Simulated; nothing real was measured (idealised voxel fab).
process module | voxel capacitor over wiring
cross-section cut | 175 nm wide | cells 5 nm
A cross-section is a grid of square cells, given in bands from the top down. A band is one or more rows of cells.
Each band's line starts with the height of the band's top and of its bottom, in nm. Then come its materials from left to right, each with its width in nm. One material with "throughout" fills the band from edge to edge. "air" is empty space.
Height 0 is the level under which the wafer as received is all one material. The lowest band goes on downwards, as in "0 down".
A width such as "30 to 40" changes by the same amount from each row of cells to the next, from the band's top row to its bottom row.
"no change" after a step means that no cell of the cross-section changed.
closed voids: empty space of 8 cells or more with no open way to the top, each as width x height at its distance from the left edge, in nm
after a step's settings: what the simulator itself notes on the step
overlay nm, on a step with a mask: how far to the right of its planned place the mask lay; to the left if negative
plan
1 op RECEIVE | material Si
2 op CONFORMAL_DEP | material SiO2 | thk nm 15
3 op DIRECTIONAL_DEP | material TiN | thk nm 5
4 op DIRECTIONAL_DEP | material Ru | thk nm 20
5 op PATTERN | tone cover | mask id METAL_1 | material resist | width nm 20 | pitch nm 70 | thk nm 15 | overlay nm 0
6 op DIRECTIONAL_ETCH | etch materials Ru | depth nm 20
7 op DIRECTIONAL_ETCH | etch materials TiN | depth nm 5
8 op STRIP | etch materials resist
9 op FILL_DEP | material lowk | thk nm 10
10 op CMP | height nm 40
11 op CONFORMAL_DEP | material SiCN | thk nm 5
12 op DIRECTIONAL_DEP | material SiO2 | thk nm 20
13 op PATTERN | tone open | mask id PLUG_1 | material resist | width nm 15 | thk nm 20 | overlay nm 0
14 op DIRECTIONAL_ETCH | etch materials SiO2 | depth nm 20
15 op DIRECTIONAL_ETCH | etch materials SiCN | depth nm 5
16 op STRIP | etch materials resist
17 op CONFORMAL_DEP | material TiN | thk nm 5
18 op FILL_DEP | material Ru | thk nm 10
19 op CMP | height nm 65
20 op DIRECTIONAL_DEP | material TiN | thk nm 5
21 op DIRECTIONAL_DEP | material SiN | thk nm 5
22 op DIRECTIONAL_DEP | material TiN | thk nm 5
23 op PATTERN | tone cover | mask id UPPER_PLATE | material resist | width nm 55 | thk nm 20 | overlay nm 0
24 op DIRECTIONAL_ETCH | etch materials TiN | depth nm 5
25 op DIRECTIONAL_ETCH | etch materials SiN | depth nm 5
26 op STRIP | etch materials resist
27 op MASKED_ETCH | tone cover | mask id LOWER_PLATE | width nm 65 | etch materials TiN | depth nm 5 | overlay nm 0
28 op FILL_DEP | material SiO2 | thk nm 15
29 op CMP | height nm 90
30 op DIRECTIONAL_DEP | material aC | thk nm 10
31 op PATTERN | tone open | mask id PLUG_2 | material resist | width nm 15 | thk nm 25 | overlay nm 0
32 op DIRECTIONAL_ETCH | etch materials aC | depth nm 10
33 op STRIP | etch materials resist
34 op DIRECTIONAL_ETCH | etch materials SiO2 | depth nm 10
35 op STRIP | etch materials aC
36 op CONFORMAL_DEP | material TiN | thk nm 5
37 op FILL_DEP | material W | thk nm 5
38 op CMP | height nm 90
39 op CONFORMAL_DEP | material SiCN | thk nm 5
as received, after step 1
  0 down: Si throughout
  closed voids: none
first wafer at the end, as planned
  95 to 90: SiCN throughout
  90 to 85: SiO2 55 | TiN 5 | W 5 | TiN 5 | SiO2 105
  85 to 75: SiO2 55 to 45 | TiN 15 to 55 | SiO2 105 to 75
  75 to 70: SiO2 45 | SiN 55 | SiO2 75
  70 to 65: SiO2 40 | TiN 65 | SiO2 70
  65 to 45: SiO2 45 | TiN 5 | Ru 5 | TiN 5 | SiO2 115
  45 to 40: SiCN 45 | TiN 15 | SiCN 115
  40 to 20: lowk 40 | Ru 20 | lowk 50 | Ru 20 | lowk 45
  20 to 15: lowk 40 | TiN 20 | lowk 50 | TiN 20 | lowk 45
  15 to 0: SiO2 throughout
  0 down: Si throughout
  closed voids: none
second wafer at the end: like start, like plan, one mistake
  95 to 90: SiCN throughout
  90 to 85: SiO2 45 | SiN 55 | SiO2 75
  85 to 80: SiO2 40 | TiN 65 | SiO2 70
  80 to 70: Ru throughout
  70 to 65: TiN 50 | Ru 5 | TiN 120
  65 to 45: SiO2 45 | TiN 5 | Ru 5 | TiN 5 | SiO2 115
  45 to 40: SiCN 45 | TiN 15 | SiCN 115
  40 to 20: lowk 40 | Ru 20 | lowk 50 | Ru 20 | lowk 45
  20 to 15: lowk 40 | TiN 20 | lowk 50 | TiN 20 | lowk 45
  15 to 0: SiO2 throughout
  0 down: Si throughout
  closed voids: none
what went wrong: step 19 was left out
at the end the second wafer has, in cells: 71 more of Ru | 88 fewer of SiO2 | 18 more of TiN | 1 fewer of W
